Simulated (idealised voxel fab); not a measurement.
The document below concerns the process module designated voxel wiring stack.
The cross-section on display is named cut; it measures 245 nm wide, and its cells are 5 nm squares.
We lay out every cross-section as a grid of square cells and spell it out in bands from the top down, where one band means one or more rows of cells.
Band: top and bottom heights (nm) first, top before bottom; then materials from left to right, widths in nm. "all across" marks a sole material filling the band edge to edge. "blank" denotes empty space.
Height datum 0, below which the as-received substrate wafer is one material. Lowest band open at the bottom, running downward: "0 and below".
The expression "30->40" gives the width at the extremes of the band, the first number at its top row of cells and the second at its bottom row, with the width changing by equal amounts from each row to the next in between.
Key: "all unchanged" - step with no changed cell in the cross-section.
"Trapped void list" lists enclosed empty spaces (at least 8 cells, no open path upward to the top), each as width x height at distance from the left edge, in nm.
Anything after a step's settings on that line? It's the simulator's own note about the step.
overlay nm: mask offset rightward from planned place, masked step; negative means leftward offset.

The following list gives the planned process steps:
1 RECEIVE, material Si
2 CONFORMAL_DEP, material SiO2, thk nm 10
3 CONFORMAL_DEP, material SiCN, thk nm 5
4 DIRECTIONAL_DEP, material lowk, thk nm 20
5 PATTERN, tone open, mask id METAL_1, material resist, width nm 25, pitch nm 55, thk nm 20, overlay nm 0
6 DIRECTIONAL_ETCH, etch materials lowk, depth nm 20
7 DIRECTIONAL_ETCH, etch materials SiCN, depth nm 5
8 STRIP, etch materials resist
9 CONFORMAL_DEP, material TiN, thk nm 5
10 FILL_DEP, material W, thk nm 10
11 CMP, height nm 35
12 CONFORMAL_DEP, material SiCN, thk nm 5
13 DIRECTIONAL_DEP, material lowk, thk nm 35
14 PATTERN, tone open, mask id METAL_2, material resist, width nm 25, pitch nm 55, thk nm 15, overlay nm 0
15 DIRECTIONAL_ETCH, etch materials lowk, depth nm 20
16 STRIP, etch materials resist
17 PATTERN, tone open, mask id METAL_2_HOLES, material resist, width nm 15, pitch nm 110, thk nm 20, overlay nm -10
18 DIRECTIONAL_ETCH, etch materials lowk, depth nm 15
19 DIRECTIONAL_ETCH, etch materials SiCN, depth nm 5
20 STRIP, etch materials resist
21 CONFORMAL_DEP, material TiN, thk nm 5
22 FILL_DEP, material Cu, thk nm 5
23 CMP, height nm 75
24 CONFORMAL_DEP, material SiN, thk nm 5
Across this set of wafers, the varied parameter is the overlay nm of step 17. Starting conditions are identical for every wafer, and the plan reports the value assigned to the first wafer.

Step 1 complete: as-received cross-section of the first of several wafers:
0 and below = Si all across
Trapped void list: none

Cross-section after step 24, the final step of the module, for the first of several wafers:
80 down to 75 = SiN all across
75 down to 65 = lowk (15), then TiN (5), then Cu (25), then TiN (5), then lowk (30), then TiN (5), then Cu (15), then TiN (5), then lowk (20), then TiN (5), then Cu (25), then TiN (5), then lowk (30), then TiN (5), then Cu (15), then TiN (5), then lowk (30)
65 down to 60 = lowk (15), then TiN (15), then Cu (15), then TiN (5), then lowk (30), then TiN (5), then Cu (15), then TiN (5), then lowk (20), then TiN (15), then Cu (15), then TiN (5), then lowk (30), then TiN (5), then Cu (15), then TiN (5), then lowk (30)
60 down to 55 = lowk (25), then TiN (25), then lowk (30), then TiN (25), then lowk (30), then TiN (25), then lowk (30), then TiN (25), then lowk (30)
55 down to 40 = lowk (25), then TiN (5), then lowk (105), then TiN (5), then lowk (105)
40 down to 35 = SiCN (25), then TiN (5), then SiCN (105), then TiN (5), then SiCN (105)
35 down to 15 = lowk (25), then TiN (5), then W (15), then TiN (5), then lowk (30), then TiN (5), then W (15), then TiN (5), then lowk (30), then TiN (5), then W (15), then TiN (5), then lowk (30), then TiN (5), then W (15), then TiN (5), then lowk (30)
15 down to 10 = SiCN (25), then TiN (25), then SiCN (30), then TiN (25), then SiCN (30), then TiN (25), then SiCN (30), then TiN (25), then SiCN (30)
10 down to 0 = SiO2 all across
0 and below = Si all across
Trapped void list: none

last wafer at the end:
80 down to 75 = SiN all across
75 down to 65 = lowk (25), then TiN (5), then Cu (20), then TiN (5), then lowk (25), then TiN (5), then Cu (15), then TiN (5), then lowk (30), then TiN (5), then Cu (20), then TiN (5), then lowk (25), then TiN (5), then Cu (15), then TiN (5), then lowk (30)
65 down to 60 = lowk (25), then TiN (5), then Cu (15), then TiN (10), then lowk (25), then TiN (5), then Cu (15), then TiN (5), then lowk (30), then TiN (5), then Cu (15), then TiN (10), then lowk (25), then TiN (5), then Cu (15), then TiN (5), then lowk (30)
60 down to 55 = lowk (25), then TiN (25), then lowk (30), then TiN (25), then lowk (30), then TiN (25), then lowk (30), then TiN (25), then lowk (30)
55 down to 40 = lowk (40), then TiN (10), then lowk (100), then TiN (10), then lowk (85)
40 down to 35 = SiCN (40), then TiN (10), then SiCN (100), then TiN (10), then SiCN (85)
35 down to 15 = lowk (25), then TiN (5), then W (15), then TiN (5), then lowk (30), then TiN (5), then W (15), then TiN (5), then lowk (30), then TiN (5), then W (15), then TiN (5), then lowk (30), then TiN (5), then W (15), then TiN (5), then lowk (30)
15 down to 10 = SiCN (25), then TiN (25), then SiCN (30), then TiN (25), then SiCN (30), then TiN (25), then SiCN (30), then TiN (25), then SiCN (30)
10 down to 0 = SiO2 all across
0 and below = Si all across
Trapped void list: none

Per wafer, end of module: cells gained (+) or lost (-) per material since receipt, then closed voids:
overlay nm -10; +44 Cu; +76 SiCN; +49 SiN; +98 SiO2; +108 TiN; +48 W; +361 lowk; Trapped void list: none
overlay nm -5; +40 Cu; +74 SiCN; +49 SiN; +98 SiO2; +114 TiN; +48 W; +361 lowk; Trapped void list: none
overlay nm 0; +44 Cu; +72 SiCN; +49 SiN; +98 SiO2; +112 TiN; +48 W; +361 lowk; Trapped void list: none
overlay nm 5; +44 Cu; +72 SiCN; +49 SiN; +98 SiO2; +112 TiN; +48 W; +361 lowk; Trapped void list: none
overlay nm 10; +44 Cu; +72 SiCN; +49 SiN; +98 SiO2; +112 TiN; +48 W; +361 lowk; Trapped void list: none
overlay nm 15; +40 Cu; +74 SiCN; +49 SiN; +98 SiO2; +114 TiN; +48 W; +361 lowk; Trapped void list: none
